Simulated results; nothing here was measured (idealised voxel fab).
process module | voxel tone inversion
cross-section cut | 175 nm wide | cells 5 nm
A cross-section is a grid of square cells, given in bands from the top down. A band is one or more rows of cells.
Each band's line starts with the height of the band's top and of its bottom, in nm. Then come its materials from left to right, each with its width in nm. One material with "throughout" fills the band from edge to edge. "air" is empty space.
Height 0 is the level under which the wafer as received is all one material. The lowest band goes on downwards, as in "0 down".
A width such as "30 to 40" changes by the same amount from each row of cells to the next, from the band's top row to its bottom row.
"no change" after a step means that no cell of the cross-section changed.
closed voids: empty space of 8 cells or more with no open way to the top, each as width x height at its distance from the left edge, in nm
after a step's settings: what the simulator itself notes on the step
overlay nm, on a step with a mask: how far to the right of its planned place the mask lay; to the left if negative
plan
1 op RECEIVE | material Si
2 op CONFORMAL_DEP | material SiN | thk nm 5
3 op DIRECTIONAL_DEP | material aC | thk nm 20
4 op PATTERN | tone cover | mask id POSTS | material resist | width nm 25 | pitch nm 40 | thk nm 25 | overlay nm 0
5 op DIRECTIONAL_ETCH | etch materials aC | depth nm 20
6 op STRIP | etch materials resist
7 op FILL_DEP | material SiO2 | thk nm 10
8 op CMP | height nm 25
9 op STRIP | etch materials aC
10 op CONFORMAL_DEP | material TiN | thk nm 5
11 op FILL_DEP | material Cu | thk nm 5
12 op CMP | height nm 25
13 op CONFORMAL_DEP | material SiN | thk nm 5
as received, after step 1
  0 down: Si throughout
  closed voids: none
a wafer at the end: this start, this plan, one mistake
  30 to 25: SiN throughout
  25 to 10: SiO2 20 | TiN 5 | Cu 5 | TiN 5 | SiO2 25 | TiN 5 | Cu 5 | TiN 5 | SiO2 25 | TiN 5 | Cu 5 | TiN 5 | SiO2 25 | TiN 5 | Cu 5 | TiN 5 | SiO2 20
  10 to 5: SiO2 20 | TiN 15 | SiO2 25 | TiN 15 | SiO2 25 | TiN 15 | SiO2 25 | TiN 15 | SiO2 20
  5 to 0: SiN throughout
  0 down: Si throughout
  closed voids: none
what went wrong: step 4 ran as: op PATTERN | tone cover | mask id POSTS | material resist | width nm 15 | pitch nm 40 | thk nm 25 | overlay nm 0
